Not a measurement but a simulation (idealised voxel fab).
Process module heading - voxel spacer lines
Displayed cross-section: cut, width of 225 nm, square cells sized 5 nm.
In what follows, cross-sections appear as grids of square cells, described through bands that run from the top down, where every band is one or more rows of cells.
First you get the band's top height and its bottom height, in nm, and then the materials it's made of, left to right, with each width in nm. If you see a single material with "edge to edge", that one covers the band edge to edge. "air" is empty space.
Height datum 0, below which the as-received substrate wafer is one material. Lowest band open at the bottom, running downward: "0 nm and below".
Width spec "30 to 40" -> top row of cells at first value, bottom row at second value, equal per-row change in between.
"remained unchanged" -> step changed no cross-section cell.
"Closed internal voids" enumerates empty spaces isolated from the top, with no open way to it, that contain at least 8 cells, giving each as width x height at distance from the left edge, all three in nm.
On a step's line, text after the settings is the simulator commenting on that step.
What "overlay nm" on a step's line means: if the step has a mask, that mask lay this far to the right of its planned place, or, when the value is negative, to the left.

**The following list gives the planned process steps**
1: RECEIVE with material Si
2: CONFORMAL_DEP with material Al2O3, thk nm 5
3: DIRECTIONAL_DEP with material polySi, thk nm 20
4: DIRECTIONAL_DEP with material aC, thk nm 20
5: PATTERN with tone cover, mask id MANDREL, material resist, width nm 15, pitch nm 70, thk nm 25, overlay nm 0
6: DIRECTIONAL_ETCH with etch materials aC, depth nm 20
7: STRIP with etch materials resist
8: CONFORMAL_DEP with material SiN, thk nm 15
9: DIRECTIONAL_ETCH with etch materials SiN, depth nm 15
10: STRIP with etch materials aC
11: DIRECTIONAL_ETCH with etch materials polySi, depth nm 20
12: STRIP with etch materials SiN
Heads up: all these wafers start the same, and what changes between them is the width nm in step 5. The value you see in the plan is just what the first wafer got.

**Cross-section of the first of several received wafers, showing its state after step 1**
* 0 nm and below  Si edge to edge
* Closed internal voids: none

**First of several wafers, sectioned at end of module (last step: step 12)**
* 25 nm to 5 nm  air 20 nm, polySi 15 nm, air 15 nm, polySi 15 nm, air 25 nm, polySi 15 nm, air 15 nm, polySi 15 nm, air 25 nm, polySi 15 nm, air 15 nm, polySi 15 nm, air 20 nm
* 5 nm to 0 nm  Al2O3 edge to edge
* 0 nm and below  Si edge to edge
* Closed internal voids: none

**The last wafer as seen in cross-section at the end of the module**
* 25 nm to 5 nm  air 10 nm, polySi 15 nm, air 35 nm, polySi 15 nm, air 5 nm, polySi 15 nm, air 35 nm, polySi 15 nm, air 5 nm, polySi 15 nm, air 35 nm, polySi 15 nm, air 10 nm
* 5 nm to 0 nm  Al2O3 edge to edge
* 0 nm and below  Si edge to edge
* Closed internal voids: none

**Basically each wafer gets a line in the table, showing it at the end of the module: material by material, the cells it gained (+) or lost (-) since we got it, then its closed voids**
width nm 15 | +45 Al2O3 | +72 polySi | Closed internal voids: none
width nm 20 | +45 Al2O3 | +72 polySi | Closed internal voids: none
width nm 25 | +45 Al2O3 | +72 polySi | Closed internal voids: none
width nm 30 | +45 Al2O3 | +72 polySi | Closed internal voids: none
width nm 35 | +45 Al2O3 | +72 polySi | Closed internal voids: none
